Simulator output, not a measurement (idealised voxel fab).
The process module presented herein is designated voxel wiring stack.
Square cell edge 5 nm, section width 235 nm, ID cut.
Cross-section spec: square-cell grid; bands listed top down; each band is one or more rows.
The band entry comprises the height of the band's top followed by the height of its bottom, expressed in nm, and subsequently the band's materials from left to right, each stated together with its width in nm. Where a single material is marked with the word "throughout", that material fills the band from edge to edge. The word "air" represents empty space.
Heights are reckoned from 0. Under this level, the received wafer is all of one material. The bottommost band is open-ended downward, for example "0 -> down".
Quick explanation for "30..40": the width changes in equal steps down the rows of cells, from the first number in the band's top row to the second number in its bottom row.
Key: "no modifications" - step with no changed cell in the cross-section.
The label "Fully enclosed voids" introduces a list of the empty spaces, 8 cells or larger, that have no open way up to the top; each entry in it reads width x height at distance, where the distance is taken from the left edge and all three are stated in nm.
Step line, after settings: the simulator's comment on this step.
Regarding "overlay nm": on a step with a mask, it is the distance the mask lay to the right of its planned place; a negative value places it to the left.
### The process steps that were planned are listed below
1. op RECEIVE | material Si
2. op CONFORMAL_DEP | material SiO2 | thk nm 10
3. op DIRECTIONAL_DEP | material TiN | thk nm 5
4. op DIRECTIONAL_DEP | material Ru | thk nm 15
5. op DIRECTIONAL_DEP | material aC | thk nm 15
6. op PATTERN | tone cover | mask id METAL_1 | material resist | width nm 20 | pitch nm 50 | thk nm 30 | overlay nm 0
7. op DIRECTIONAL_ETCH | etch materials aC | depth nm 15
8. op STRIP | etch materials resist
9. op DIRECTIONAL_ETCH | etch materials Ru | depth nm 15
10. op DIRECTIONAL_ETCH | etch materials TiN | depth nm 5
11. op STRIP | etch materials aC
12. op CONFORMAL_DEP | material SiCN | thk nm 5
13. op FILL_DEP | material SiO2 | thk nm 5
14. op CMP | height nm 30
15. op CONFORMAL_DEP | material SiCN | thk nm 5
16. op DIRECTIONAL_DEP | material SiO2 | thk nm 15
17. op DIRECTIONAL_DEP | material aC | thk nm 10
18. op PATTERN | tone open | mask id PLUG_1 | material resist | width nm 15 | pitch nm 50 | thk nm 25 | overlay nm 0
19. op DIRECTIONAL_ETCH | etch materials aC | depth nm 10
20. op STRIP | etch materials resist
21. op DIRECTIONAL_ETCH | etch materials SiO2 | depth nm 15
22. op DIRECTIONAL_ETCH | etch materials SiCN | depth nm 5
23. op STRIP | etch materials aC
24. op CONFORMAL_DEP | material TiN | thk nm 5
25. op FILL_DEP | material Ru | thk nm 5
26. op CMP | height nm 50
27. op CONFORMAL_DEP | material SiN | thk nm 5
28. op DIRECTIONAL_DEP | material lowk | thk nm 25
29. op MASKED_ETCH | tone open | mask id METAL_2 | width nm 20 | pitch nm 50 | etch materials lowk | depth nm 25 | overlay nm 0
30. op MASKED_ETCH | tone open | mask id METAL_2 | width nm 20 | pitch nm 50 | etch materials SiN | depth nm 5 | overlay nm 0
31. op CONFORMAL_DEP | material TiN | thk nm 5
32. op FILL_DEP | material W | thk nm 5
33. op CMP | height nm 80
34. op CONFORMAL_DEP | material SiCN | thk nm 5
35. op DIRECTIONAL_DEP | material SiO2 | thk nm 30
36. op DIRECTIONAL_DEP | material aC | thk nm 10
37. op PATTERN | tone open | mask id METAL_3_HOLES | material resist | width nm 15 | thk nm 30 | overlay nm 0
38. op DIRECTIONAL_ETCH | etch materials aC | depth nm 10
39. op STRIP | etch materials resist
40. op DIRECTIONAL_ETCH | etch materials SiO2 | depth nm 30
41. op STRIP | etch materials aC
42. op MASKED_ETCH | tone open | mask id METAL_3 | width nm 20 | pitch nm 50 | etch materials SiO2 | depth nm 15 | overlay nm 0
43. op MASKED_ETCH | tone open | mask id METAL_3 | width nm 20 | pitch nm 50 | etch materials SiCN | depth nm 5 | overlay nm 0
44. op CONFORMAL_DEP | material TiN | thk nm 5
45. op FILL_DEP | material Ru | thk nm 5
46. op CMP | height nm 115
47. op CONFORMAL_DEP | material SiN | thk nm 5
### First out of two wafers; run went to plan
### Here's what the wafer looked like in cross-section when it arrived - that's after step 1
0 -> down: Si throughout
Fully enclosed voids: none
### After step 2: wafer cross-section
10 -> 0: SiO2 throughout
Below a height of 0, the structure has not been altered.
### After step 3: wafer cross-section
15 -> 10: TiN throughout
Below a height of 10, the structure has not been altered.
### After step 4: wafer cross-section
30 -> 15: Ru throughout
Below a height of 15, the structure has not been altered.
### After step 5: wafer cross-section
45 -> 30: aC throughout
Below a height of 30, the structure has not been altered.
### After step 6: wafer cross-section
75 -> 45: 80 of air | 20 of resist | 30 of air | 20 of resist | 85 of air
Below a height of 45, the structure has not been altered.
### After step 7: wafer cross-section
60 -> 45: 80 of air | 20 of resist | 30 of air | 20 of resist | 85 of air
45 -> 30: 80 of air | 20 of aC | 30 of air | 20 of aC | 85 of air
Below a height of 30, the structure has not been altered.
### After step 8: wafer cross-section
45 -> 30: 80 of air | 20 of aC | 30 of air | 20 of aC | 85 of air
Below a height of 30, the structure has not been altered.
### After step 9: wafer cross-section
45 -> 30: 80 of air | 20 of aC | 30 of air | 20 of aC | 85 of air
30 -> 15: 80 of air | 20 of Ru | 30 of air | 20 of Ru | 85 of air
Below a height of 15, the structure has not been altered.
### After step 10: wafer cross-section
45 -> 30: 80 of air | 20 of aC | 30 of air | 20 of aC | 85 of air
30 -> 15: 80 of air | 20 of Ru | 30 of air | 20 of Ru | 85 of air
15 -> 10: 80 of air | 20 of TiN | 30 of air | 20 of TiN | 85 of air
Below a height of 10, the structure has not been altered.
### After step 11: wafer cross-section
30 -> 15: 80 of air | 20 of Ru | 30 of air | 20 of Ru | 85 of air
Below a height of 15, the structure has not been altered.
### After step 12: wafer cross-section
35 -> 30: 75 of air | 30 of SiCN | 20 of air | 30 of SiCN | 80 of air
30 -> 15: 75 of air | 5 of SiCN | 20 of Ru | 5 of SiCN | 20 of air | 5 of SiCN | 20 of Ru | 5 of SiCN | 80 of air
15 -> 10: 80 of SiCN | 20 of TiN | 30 of SiCN | 20 of TiN | 85 of SiCN
Below a height of 10, the structure has not been altered.
### After step 13: wafer cross-section
40 -> 35: SiO2 throughout
35 -> 30: 75 of SiO2 | 30 of SiCN | 20 of SiO2 | 30 of SiCN | 80 of SiO2
30 -> 15: 75 of SiO2 | 5 of SiCN | 20 of Ru | 5 of SiCN | 20 of SiO2 | 5 of SiCN | 20 of Ru | 5 of SiCN | 80 of SiO2
Below a height of 15, the structure has not been altered.
### After step 14: wafer cross-section
30 -> 15: 75 of SiO2 | 5 of SiCN | 20 of Ru | 5 of SiCN | 20 of SiO2 | 5 of SiCN | 20 of Ru | 5 of SiCN | 80 of SiO2
Below a height of 15, the structure has not been altered.
### After step 15: wafer cross-section
35 -> 30: SiCN throughout
Below a height of 30, the structure has not been altered.
### After step 16: wafer cross-section
50 -> 35: SiO2 throughout
Below a height of 35, the structure has not been altered.
### After step 17: wafer cross-section
60 -> 50: aC throughout
Below a height of 50, the structure has not been altered.
### After step 18: wafer cross-section
85 -> 60: 80 of resist | 15 of air | 35 of resist | 15 of air | 90 of resist
Below a height of 60, the structure has not been altered.
### After step 19: wafer cross-section
75 -> 60: 80 of resist | 15 of air | 35 of resist | 15 of air | 90 of resist
60 -> 50: 80 of aC | 15 of air | 35 of aC | 15 of air | 90 of aC
Below a height of 50, the structure has not been altered.
### After step 20: wafer cross-section
60 -> 50: 80 of aC | 15 of air | 35 of aC | 15 of air | 90 of aC
Below a height of 50, the structure has not been altered.
### After step 21: wafer cross-section
60 -> 50: 80 of aC | 15 of air | 35 of aC | 15 of air | 90 of aC
50 -> 35: 80 of SiO2 | 15 of air | 35 of SiO2 | 15 of air | 90 of SiO2
Below a height of 35, the structure has not been altered.
### After step 22: wafer cross-section
60 -> 50: 80 of aC | 15 of air | 35 of aC | 15 of air | 90 of aC
50 -> 35: 80 of SiO2 | 15 of air | 35 of SiO2 | 15 of air | 90 of SiO2
35 -> 30: 80 of SiCN | 15 of air | 35 of SiCN | 15 of air | 90 of SiCN
Below a height of 30, the structure has not been altered.
### After step 23: wafer cross-section
50 -> 35: 80 of SiO2 | 15 of air | 35 of SiO2 | 15 of air | 90 of SiO2
Below a height of 35, the structure has not been altered.
### After step 24: wafer cross-section
55 -> 50: 85 of TiN | 5 of air | 45 of TiN | 5 of air | 95 of TiN
50 -> 35: 80 of SiO2 | 5 of TiN | 5 of air | 5 of TiN | 35 of SiO2 | 5 of TiN | 5 of air | 5 of TiN | 90 of SiO2
35 -> 30: 80 of SiCN | 15 of TiN | 35 of SiCN | 15 of TiN | 90 of SiCN
Below a height of 30, the structure has not been altered.
### After step 25: wafer cross-section
60 -> 55: Ru throughout
55 -> 50: 85 of TiN | 5 of Ru | 45 of TiN | 5 of Ru | 95 of TiN
50 -> 35: 80 of SiO2 | 5 of TiN | 5 of Ru | 5 of TiN | 35 of SiO2 | 5 of TiN | 5 of Ru | 5 of TiN | 90 of SiO2
Below a height of 35, the structure has not been altered.
### After step 26: wafer cross-section
50 -> 35: 80 of SiO2 | 5 of TiN | 5 of Ru | 5 of TiN | 35 of SiO2 | 5 of TiN | 5 of Ru | 5 of TiN | 90 of SiO2
Below a height of 35, the structure has not been altered.
### After step 27: wafer cross-section
55 -> 50: SiN throughout
Below a height of 50, the structure has not been altered.
### After step 28: wafer cross-section
80 -> 55: lowk throughout
Below a height of 55, the structure has not been altered.
### After step 29: wafer cross-section
80 -> 55: 80 of lowk | 20 of air | 30 of lowk | 20 of air | 85 of lowk
Below a height of 55, the structure has not been altered.
### After step 30: wafer cross-section
80 -> 55: 80 of lowk | 20 of air | 30 of lowk | 20 of air | 85 of lowk
55 -> 50: 80 of SiN | 20 of air | 30 of SiN | 20 of air | 85 of SiN
Below a height of 50, the structure has not been altered.
### After step 31: wafer cross-section
85 -> 80: 85 of TiN | 10 of air | 40 of TiN | 10 of air | 90 of TiN
80 -> 55: 80 of lowk | 5 of TiN | 10 of air | 5 of TiN | 30 of lowk | 5 of TiN | 10 of air | 5 of TiN | 85 of lowk
55 -> 50: 80 of SiN | 20 of TiN | 30 of SiN | 20 of TiN | 85 of SiN
Below a height of 50, the structure has not been altered.
### After step 32: wafer cross-section
90 -> 85: W throughout
85 -> 80: 85 of TiN | 10 of W | 40 of TiN | 10 of W | 90 of TiN
80 -> 55: 80 of lowk | 5 of TiN | 10 of W | 5 of TiN | 30 of lowk | 5 of TiN | 10 of W | 5 of TiN | 85 of lowk
Below a height of 55, the structure has not been altered.
### After step 33: wafer cross-section
80 -> 55: 80 of lowk | 5 of TiN | 10 of W | 5 of TiN | 30 of lowk | 5 of TiN | 10 of W | 5 of TiN | 85 of lowk
Below a height of 55, the structure has not been altered.
### After step 34: wafer cross-section
85 -> 80: SiCN throughout
Below a height of 80, the structure has not been altered.
### After step 35: wafer cross-section
115 -> 85: SiO2 throughout
Below a height of 85, the structure has not been altered.
### After step 36: wafer cross-section
125 -> 115: aC throughout
Below a height of 115, the structure has not been altered.
### After step 37: wafer cross-section
155 -> 125: 80 of resist | 15 of air | 140 of resist
Below a height of 125, the structure has not been altered.
### After step 38: wafer cross-section
145 -> 125: 80 of resist | 15 of air | 140 of resist
125 -> 115: 80 of aC | 15 of air | 140 of aC
Below a height of 115, the structure has not been altered.
### After step 39: wafer cross-section
125 -> 115: 80 of aC | 15 of air | 140 of aC
Below a height of 115, the structure has not been altered.
### After step 40: wafer cross-section
125 -> 115: 80 of aC | 15 of air | 140 of aC
115 -> 85: 80 of SiO2 | 15 of air | 140 of SiO2
Below a height of 85, the structure has not been altered.
### After step 41: wafer cross-section
115 -> 85: 80 of SiO2 | 15 of air | 140 of SiO2
Below a height of 85, the structure has not been altered.
### After step 42: wafer cross-section
115 -> 100: 80 of SiO2 | 20 of air | 30 of SiO2 | 20 of air | 85 of SiO2
Below a height of 100, the structure has not been altered.
### After step 43: wafer cross-section
115 -> 100: 80 of SiO2 | 20 of air | 30 of SiO2 | 20 of air | 85 of SiO2
100 -> 85: 80 of SiO2 | 15 of air | 140 of SiO2
85 -> 80: 80 of SiCN | 15 of air | 140 of SiCN
Below a height of 80, the structure has not been altered.
### After step 44: wafer cross-section
120 -> 115: 85 of TiN | 10 of air | 40 of TiN | 10 of air | 90 of TiN
115 -> 105: 80 of SiO2 | 5 of TiN | 10 of air | 5 of TiN | 30 of SiO2 | 5 of TiN | 10 of air | 5 of TiN | 85 of SiO2
105 -> 100: 80 of SiO2 | 5 of TiN | 5 of air | 10 of TiN | 30 of SiO2 | 20 of TiN | 85 of SiO2
100 -> 85: 80 of SiO2 | 5 of TiN | 5 of air | 5 of TiN | 140 of SiO2
85 -> 80: 80 of SiCN | 15 of TiN | 140 of SiCN
Below a height of 80, the structure has not been altered.
### After step 45: wafer cross-section
125 -> 120: Ru throughout
120 -> 115: 85 of TiN | 10 of Ru | 40 of TiN | 10 of Ru | 90 of TiN
115 -> 105: 80 of SiO2 | 5 of TiN | 10 of Ru | 5 of TiN | 30 of SiO2 | 5 of TiN | 10 of Ru | 5 of TiN | 85 of SiO2
105 -> 100: 80 of SiO2 | 5 of TiN | 5 of Ru | 10 of TiN | 30 of SiO2 | 20 of TiN | 85 of SiO2
100 -> 85: 80 of SiO2 | 5 of TiN | 5 of Ru | 5 of TiN | 140 of SiO2
Below a height of 85, the structure has not been altered.
### After step 46: wafer cross-section
115 -> 105: 80 of SiO2 | 5 of TiN | 10 of Ru | 5 of TiN | 30 of SiO2 | 5 of TiN | 10 of Ru | 5 of TiN | 85 of SiO2
Below a height of 105, the structure has not been altered.
### After step 47: wafer cross-section
120 -> 115: SiN throughout
Below a height of 115, the structure has not been altered.
### Second wafer - shared start and plan with the first - one error in running - same as the first up to step 17 inclusive
### The second wafer cut through, at the time step 18 was supposed to be finished
85 -> 60: 80 of air | 15 of resist | 35 of air | 15 of resist | 90 of air
Below a height of 60, the structure has not been altered.
### The second wafer cut through, at the time step 19 was supposed to be finished
75 -> 60: 80 of air | 15 of resist | 35 of air | 15 of resist | 90 of air
60 -> 50: 80 of air | 15 of aC | 35 of air | 15 of aC | 90 of air
Below a height of 50, the structure has not been altered.
### The second wafer cut through, at the time step 20 was supposed to be finished
60 -> 50: 80 of air | 15 of aC | 35 of air | 15 of aC | 90 of air
Below a height of 50, the structure has not been altered.
### The second wafer cut through, at the time step 21 was supposed to be finished
60 -> 50: 80 of air | 15 of aC | 35 of air | 15 of aC | 90 of air
50 -> 35: 80 of air | 15 of SiO2 | 35 of air | 15 of SiO2 | 90 of air
Below a height of 35, the structure has not been altered.
### The second wafer cut through, at the time step 22 was supposed to be finished
60 -> 50: 80 of air | 15 of aC | 35 of air | 15 of aC | 90 of air
50 -> 35: 80 of air | 15 of SiO2 | 35 of air | 15 of SiO2 | 90 of air
35 -> 30: 80 of air | 15 of SiCN | 35 of air | 15 of SiCN | 90 of air
Below a height of 30, the structure has not been altered.
### The second wafer cut through, at the time step 23 was supposed to be finished
50 -> 35: 80 of air | 15 of SiO2 | 35 of air | 15 of SiO2 | 90 of air
Below a height of 35, the structure has not been altered.
### The second wafer cut through, at the time step 24 was supposed to be finished
55 -> 50: 75 of air | 25 of TiN | 25 of air | 25 of TiN | 85 of air
50 -> 35: 75 of air | 5 of TiN | 15 of SiO2 | 5 of TiN | 25 of air | 5 of TiN | 15 of SiO2 | 5 of TiN | 85 of air
35 -> 30: 80 of TiN | 15 of SiCN | 35 of TiN | 15 of SiCN | 90 of TiN
Below a height of 30, the structure has not been altered.
### The second wafer cut through, at the time step 25 was supposed to be finished
60 -> 55: Ru throughout
55 -> 50: 75 of Ru | 25 of TiN | 25 of Ru | 25 of TiN | 85 of Ru
50 -> 35: 75 of Ru | 5 of TiN | 15 of SiO2 | 5 of TiN | 25 of Ru | 5 of TiN | 15 of SiO2 | 5 of TiN | 85 of Ru
Below a height of 35, the structure has not been altered.
### The second wafer cut through, at the time step 26 was supposed to be finished
50 -> 35: 75 of Ru | 5 of TiN | 15 of SiO2 | 5 of TiN | 25 of Ru | 5 of TiN | 15 of SiO2 | 5 of TiN | 85 of Ru
Below a height of 35, the structure has not been altered.
### The second wafer cut through, at the time step 27 was supposed to be finished
55 -> 50: SiN throughout
Below a height of 50, the structure has not been altered.
### The second wafer cut through, at the time step 28 was supposed to be finished
80 -> 55: lowk throughout
Below a height of 55, the structure has not been altered.
### The second wafer cut through, at the time step 29 was supposed to be finished
80 -> 55: 80 of lowk | 20 of air | 30 of lowk | 20 of air | 85 of lowk
Below a height of 55, the structure has not been altered.
### The second wafer cut through, at the time step 30 was supposed to be finished
80 -> 55: 80 of lowk | 20 of air | 30 of lowk | 20 of air | 85 of lowk
55 -> 50: 80 of SiN | 20 of air | 30 of SiN | 20 of air | 85 of SiN
Below a height of 50, the structure has not been altered.
### The second wafer cut through, at the time step 31 was supposed to be finished
85 -> 80: 85 of TiN | 10 of air | 40 of TiN | 10 of air | 90 of TiN
80 -> 55: 80 of lowk | 5 of TiN | 10 of air | 5 of TiN | 30 of lowk | 5 of TiN | 10 of air | 5 of TiN | 85 of lowk
55 -> 50: 80 of SiN | 20 of TiN | 30 of SiN | 20 of TiN | 85 of SiN
Below a height of 50, the structure has not been altered.
### The second wafer cut through, at the time step 32 was supposed to be finished
90 -> 85: W throughout
85 -> 80: 85 of TiN | 10 of W | 40 of TiN | 10 of W | 90 of TiN
80 -> 55: 80 of lowk | 5 of TiN | 10 of W | 5 of TiN | 30 of lowk | 5 of TiN | 10 of W | 5 of TiN | 85 of lowk
Below a height of 55, the structure has not been altered.
### The second wafer cut through, at the time step 33 was supposed to be finished
80 -> 55: 80 of lowk | 5 of TiN | 10 of W | 5 of TiN | 30 of lowk | 5 of TiN | 10 of W | 5 of TiN | 85 of lowk
Below a height of 55, the structure has not been altered.
### The second wafer cut through, at the time step 34 was supposed to be finished
85 -> 80: SiCN throughout
Below a height of 80, the structure has not been altered.
### The second wafer cut through, at the time step 35 was supposed to be finished
115 -> 85: SiO2 throughout
Below a height of 85, the structure has not been altered.
### The second wafer cut through, at the time step 36 was supposed to be finished
125 -> 115: aC throughout
Below a height of 115, the structure has not been altered.
### The second wafer cut through, at the time step 37 was supposed to be finished
155 -> 125: 80 of resist | 15 of air | 140 of resist
Below a height of 125, the structure has not been altered.
### The second wafer cut through, at the time step 38 was supposed to be finished
145 -> 125: 80 of resist | 15 of air | 140 of resist
125 -> 115: 80 of aC | 15 of air | 140 of aC
Below a height of 115, the structure has not been altered.
### The second wafer cut through, at the time step 39 was supposed to be finished
125 -> 115: 80 of aC | 15 of air | 140 of aC
Below a height of 115, the structure has not been altered.
### The second wafer cut through, at the time step 40 was supposed to be finished
125 -> 115: 80 of aC | 15 of air | 140 of aC
115 -> 85: 80 of SiO2 | 15 of air | 140 of SiO2
Below a height of 85, the structure has not been altered.
### The second wafer cut through, at the time step 41 was supposed to be finished
115 -> 85: 80 of SiO2 | 15 of air | 140 of SiO2
Below a height of 85, the structure has not been altered.
### The second wafer cut through, at the time step 42 was supposed to be finished
115 -> 100: 80 of SiO2 | 20 of air | 30 of SiO2 | 20 of air | 85 of SiO2
Below a height of 100, the structure has not been altered.
### The second wafer cut through, at the time step 43 was supposed to be finished
115 -> 100: 80 of SiO2 | 20 of air | 30 of SiO2 | 20 of air | 85 of SiO2
100 -> 85: 80 of SiO2 | 15 of air | 140 of SiO2
85 -> 80: 80 of SiCN | 15 of air | 140 of SiCN
Below a height of 80, the structure has not been altered.
### The second wafer cut through, at the time step 44 was supposed to be finished
120 -> 115: 85 of TiN | 10 of air | 40 of TiN | 10 of air | 90 of TiN
115 -> 105: 80 of SiO2 | 5 of TiN | 10 of air | 5 of TiN | 30 of SiO2 | 5 of TiN | 10 of air | 5 of TiN | 85 of SiO2
105 -> 100: 80 of SiO2 | 5 of TiN | 5 of air | 10 of TiN | 30 of SiO2 | 20 of TiN | 85 of SiO2
100 -> 85: 80 of SiO2 | 5 of TiN | 5 of air | 5 of TiN | 140 of SiO2
85 -> 80: 80 of SiCN | 15 of TiN | 140 of SiCN
Below a height of 80, the structure has not been altered.
### The second wafer cut through, at the time step 45 was supposed to be finished
125 -> 120: Ru throughout
120 -> 115: 85 of TiN | 10 of Ru | 40 of TiN | 10 of Ru | 90 of TiN
115 -> 105: 80 of SiO2 | 5 of TiN | 10 of Ru | 5 of TiN | 30 of SiO2 | 5 of TiN | 10 of Ru | 5 of TiN | 85 of SiO2
105 -> 100: 80 of SiO2 | 5 of TiN | 5 of Ru | 10 of TiN | 30 of SiO2 | 20 of TiN | 85 of SiO2
100 -> 85: 80 of SiO2 | 5 of TiN | 5 of Ru | 5 of TiN | 140 of SiO2
Below a height of 85, the structure has not been altered.
### The second wafer cut through, at the time step 46 was supposed to be finished
115 -> 105: 80 of SiO2 | 5 of TiN | 10 of Ru | 5 of TiN | 30 of SiO2 | 5 of TiN | 10 of Ru | 5 of TiN | 85 of SiO2
Below a height of 105, the structure has not been altered.
### The second wafer cut through, at the time step 47 was supposed to be finished
120 -> 115: SiN throughout
Below a height of 115, the structure has not been altered.
Against the plan, the run slipped here: step 18: run off-plan, actual operation and settings op PATTERN | tone cover | mask id PLUG_1 | material resist | width nm 15 | pitch nm 50 | thk nm 25 | overlay nm 0
It is noted that, at the conclusion of processing, the second wafer exhibits a higher or lower cell count for certain materials relative to the first: +105 Ru, -35 SiCN, -105 SiO2, +35 TiN
